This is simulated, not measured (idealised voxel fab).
Title: Process Module voxel spacer lines
The figure presents cross-section cut, which has a width of 280 nm and is divided into square cells with an edge length of 5 nm.
In this document a cross-section is written as a grid of square cells. It is given as a series of bands, listed from the top down, and a band is one or more rows of cells.
In this notation a band is specified by the heights of its top and bottom, in that order and in nm, after which its materials appear from left to right, each paired with its width in nm. The word "throughout" attached to a single material means that material fills the band from edge to edge; the word "empty" stands for empty space.
For the purposes of this specification, 0 denotes the height below which the wafer in its as-received condition is composed wholly of one material, and the lowermost band, lacking a lower limit, extends downward without end, as expressed in "top 0, no bottom".
A width given as "30 to 40" starts at the first number in the band's top row and ends at the second number in its bottom row, shifting by an equal amount at every step from row to row.
Step note "nothing changed" = no cross-section cell changed.
"Trapped void list" means: voids of 8 cells or more that are shut off from the top with no open way through. Written width x height at distance, distance from the left edge, in nm.
Note: text after step settings on the step line = simulator remark on that step.
overlay nm: step with mask; distance mask lay right of planned place; negative value = left of planned place.

# Listed below are the process steps as planned
- 1: RECEIVE, material Si
- 2: CONFORMAL_DEP, material SiO2, thk nm 5
- 3: DIRECTIONAL_DEP, material TiN, thk nm 10
- 4: DIRECTIONAL_DEP, material polySi, thk nm 25
- 5: PATTERN, tone cover, mask id MANDREL, material resist, width nm 15, pitch nm 50, thk nm 30, overlay nm 0
- 6: DIRECTIONAL_ETCH, etch materials polySi, depth nm 25
- 7: STRIP, etch materials resist
- 8: CONFORMAL_DEP, material SiN, thk nm 10
- 9: DIRECTIONAL_ETCH, etch materials SiN, depth nm 10
- 10: STRIP, etch materials polySi
- 11: DIRECTIONAL_ETCH, etch materials TiN, depth nm 10
- 12: STRIP, etch materials SiN

# So, the first of our two wafers, run just as we planned it

# This is the cross-section of the wafer as we received it, i.e. after step 1
  top 0, no bottom | Si throughout
  Trapped void list: none

# Cross-sectional representation of the wafer at the conclusion of step 2
  top 5, bottom 0 | SiO2 throughout
  Rest of section, below 0: as before.

# Cross-sectional representation of the wafer at the conclusion of step 3
  top 15, bottom 5 | TiN throughout
  Rest of section, below 5: as before.

# Cross-sectional representation of the wafer at the conclusion of step 4
  top 40, bottom 15 | polySi throughout
  Rest of section, below 15: as before.

# Cross-sectional representation of the wafer at the conclusion of step 5
  top 70, bottom 40 | 80 empty / 15 resist / 35 empty / 15 resist / 35 empty / 15 resist / 85 empty
  Rest of section, below 40: as before.

# Cross-sectional representation of the wafer at the conclusion of step 6
  top 70, bottom 40 | 80 empty / 15 resist / 35 empty / 15 resist / 35 empty / 15 resist / 85 empty
  top 40, bottom 15 | 80 empty / 15 polySi / 35 empty / 15 polySi / 35 empty / 15 polySi / 85 empty
  Rest of section, below 15: as before.

# Cross-sectional representation of the wafer at the conclusion of step 7
  top 40, bottom 15 | 80 empty / 15 polySi / 35 empty / 15 polySi / 35 empty / 15 polySi / 85 empty
  Rest of section, below 15: as before.

# Cross-sectional representation of the wafer at the conclusion of step 8
  top 50, bottom 40 | 70 empty / 35 SiN / 15 empty / 35 SiN / 15 empty / 35 SiN / 75 empty
  top 40, bottom 25 | 70 empty / 10 SiN / 15 polySi / 10 SiN / 15 empty / 10 SiN / 15 polySi / 10 SiN / 15 empty / 10 SiN / 15 polySi / 10 SiN / 75 empty
  top 25, bottom 15 | 80 SiN / 15 polySi / 35 SiN / 15 polySi / 35 SiN / 15 polySi / 85 SiN
  Rest of section, below 15: as before.

# Cross-sectional representation of the wafer at the conclusion of step 9
  top 40, bottom 15 | 70 empty / 10 SiN / 15 polySi / 10 SiN / 15 empty / 10 SiN / 15 polySi / 10 SiN / 15 empty / 10 SiN / 15 polySi / 10 SiN / 75 empty
  Rest of section, below 15: as before.

# Cross-sectional representation of the wafer at the conclusion of step 10
  top 40, bottom 15 | 70 empty / 10 SiN / 15 empty / 10 SiN / 15 empty / 10 SiN / 15 empty / 10 SiN / 15 empty / 10 SiN / 15 empty / 10 SiN / 75 empty
  Rest of section, below 15: as before.

# Cross-sectional representation of the wafer at the conclusion of step 11
  top 40, bottom 15 | 70 empty / 10 SiN / 15 empty / 10 SiN / 15 empty / 10 SiN / 15 empty / 10 SiN / 15 empty / 10 SiN / 15 empty / 10 SiN / 75 empty
  top 15, bottom 5 | 70 empty / 10 TiN / 15 empty / 10 TiN / 15 empty / 10 TiN / 15 empty / 10 TiN / 15 empty / 10 TiN / 15 empty / 10 TiN / 75 empty
  Rest of section, below 5: as before.

# Cross-sectional representation of the wafer at the conclusion of step 12
  top 15, bottom 5 | 70 empty / 10 TiN / 15 empty / 10 TiN / 15 empty / 10 TiN / 15 empty / 10 TiN / 15 empty / 10 TiN / 15 empty / 10 TiN / 75 empty
  Rest of section, below 5: as before.

# What follows concerns the second wafer, which started out like the first and was meant to follow the very same plan; one mistake crept in when it was run, but everything up to and including step 5 is the same as for the first wafer

# Planned end of step 6: second wafer, cross-section
  top 70, bottom 40 | 80 empty / 15 resist / 35 empty / 15 resist / 35 empty / 15 resist / 85 empty
  top 40, bottom 15 | 80 empty / 15 polySi / 35 empty / 15 polySi / 35 empty / 15 polySi / 85 empty
  Rest of section, below 15: as before.

# Planned end of step 7: second wafer, cross-section
  top 40, bottom 15 | 80 empty / 15 polySi / 35 empty / 15 polySi / 35 empty / 15 polySi / 85 empty
  Rest of section, below 15: as before.

# Planned end of step 8: second wafer, cross-section
  top 50, bottom 40 | 70 empty / 35 SiN / 15 empty / 35 SiN / 15 empty / 35 SiN / 75 empty
  top 40, bottom 25 | 70 empty / 10 SiN / 15 polySi / 10 SiN / 15 empty / 10 SiN / 15 polySi / 10 SiN / 15 empty / 10 SiN / 15 polySi / 10 SiN / 75 empty
  top 25, bottom 15 | 80 SiN / 15 polySi / 35 SiN / 15 polySi / 35 SiN / 15 polySi / 85 SiN
  Rest of section, below 15: as before.

# Planned end of step 9: second wafer, cross-section
  top 40, bottom 15 | 70 empty / 10 SiN / 15 polySi / 10 SiN / 15 empty / 10 SiN / 15 polySi / 10 SiN / 15 empty / 10 SiN / 15 polySi / 10 SiN / 75 empty
  Rest of section, below 15: as before.

# Planned end of step 10: second wafer, cross-section
  top 40, bottom 15 | 70 empty / 10 SiN / 15 empty / 10 SiN / 15 empty / 10 SiN / 15 empty / 10 SiN / 15 empty / 10 SiN / 15 empty / 10 SiN / 75 empty
  Rest of section, below 15: as before.

# Planned end of step 11: second wafer, cross-section
  top 40, bottom 15 | 70 empty / 10 SiN / 15 empty / 10 SiN / 15 empty / 10 SiN / 15 empty / 10 SiN / 15 empty / 10 SiN / 15 empty / 10 SiN / 75 empty
  top 15, bottom 5 | 70 empty / 10 TiN / 15 empty / 10 TiN / 15 empty / 10 TiN / 15 empty / 10 TiN / 15 empty / 10 TiN / 15 empty / 10 TiN / 75 empty
  Rest of section, below 5: as before.

# Planned end of step 12: second wafer, cross-section
  top 15, bottom 5 | 70 empty / 10 TiN / 15 empty / 10 TiN / 15 empty / 10 TiN / 15 empty / 10 TiN / 15 empty / 10 TiN / 15 empty / 10 TiN / 75 empty
  Rest of section, below 5: as before.
What broke from the plan during processing? in the plan, step 6 was performed twice
Given identical final cross-sections on the two wafers, the mistake has no effect on any quantity computed by this model.
